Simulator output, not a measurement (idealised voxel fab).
This is a process module. Its name is voxel local oxidation.
This is section cut - it's 225 nm across, gridded in 5 nm square cells.
Just so we're on the same page, the cross-sections are grids of square cells, and they're listed out in bands top to bottom, each band one or more rows deep.
Band: top height; bottom height; in nm. Then, left to right: material with width in nm, for each material. "edge to edge": a single material spanning edge to edge. "blank": empty space.
Zero point of the height axis is 0; under it, received wafer = one material. Lowest band: continues down indefinitely, "from 0 down".
Graded width ("30->40"): value in top row of band = first number; value in bottom row = second number; row-to-row change constant.
"nothing got changed" (step): cross-section cells unchanged, all of them.
"Voids, enclosed" specifies each empty space that is not open to the top and that occupies no fewer than 8 cells, using the form width x height at distance, the distance measured from the left edge and all three quantities in nm.
That trailing text on a step's line, after the settings, is the simulator's own remark on the step.
If you see "overlay nm" on a step's line and that step has a mask, it's telling you how far right of where it was planned the mask ended up; a negative number means it went left instead.

### The following list gives the planned process steps
1. RECEIVE [material Si]
2. OXIDIZE [depth nm 5]
3. CONFORMAL_DEP [material SiN] [thk nm 15]
4. MASKED_ETCH [tone cover] [mask id ACTIVE] [width nm 95] [etch materials SiN] [depth nm 15] [overlay nm 0]
5. SELECTIVE_ETCH [etch materials SiO2] [depth nm 5]
6. OXIDIZE [depth nm 15]
7. STRIP [etch materials SiN]

### On the first of the two wafers: run conducted according to plan

### Wafer as received: cross-section following step 1
	from 0 down | Si edge to edge
	Voids, enclosed: none

### After step 2: wafer cross-section
	from 0 to -5 | SiO2 edge to edge
	Rest of section, below -5: as before.

### After step 3: wafer cross-section
	from 15 to 0 | SiN edge to edge
	Rest of section, below 0: as before.

### After step 4: wafer cross-section
	from 15 to 0 | 65 blank, 95 SiN, 65 blank
	Rest of section, below 0: as before.

### After step 5: wafer cross-section
	from 15 to 0 | 65 blank, 95 SiN, 65 blank
	from 0 to -5 | 70 blank, 85 SiO2, 70 blank
	Rest of section, below -5: as before.

### After step 6: wafer cross-section
	from 15 to 0 | 65 blank, 95 SiN, 65 blank
	from 0 to -5 | 70 blank, 85 SiO2, 70 blank
	from -5 to -20 | 85 SiO2, 55 Si, 85 SiO2
	Rest of section, below -20: as before.

### After step 7: wafer cross-section
	from 0 to -5 | 70 blank, 85 SiO2, 70 blank
	Rest of section, below -5: as before.

### Okay, second wafer. Nothing different at the start, nothing different in the plan, just one mistake somewhere in the running. As far as step 3, counting that step, it's the first wafer all over again

### Planned end of step 4: second wafer, cross-section
	from 15 to 0 | 70 blank, 90 SiN, 65 blank
	Rest of section, below 0: as before.

### Planned end of step 5: second wafer, cross-section
	from 15 to 0 | 70 blank, 90 SiN, 65 blank
	from 0 to -5 | 75 blank, 80 SiO2, 70 blank
	Rest of section, below -5: as before.

### Planned end of step 6: second wafer, cross-section
	from 15 to 0 | 70 blank, 90 SiN, 65 blank
	from 0 to -5 | 75 blank, 80 SiO2, 70 blank
	from -5 to -20 | 90 SiO2, 50 Si, 85 SiO2
	Rest of section, below -20: as before.

### Planned end of step 7: second wafer, cross-section
	from 0 to -5 | 75 blank, 80 SiO2, 70 blank
	Rest of section, below -5: as before.
What was done differently from what was planned? step 4 off recipe, ran as MASKED_ETCH [tone cover] [mask id ACTIVE] [width nm 90] [etch materials SiN] [depth nm 15] [overlay nm 0]
The second wafer ends with more or fewer cells of some materials than the first, per final count: 3 fewer of Si, 2 more of SiO2
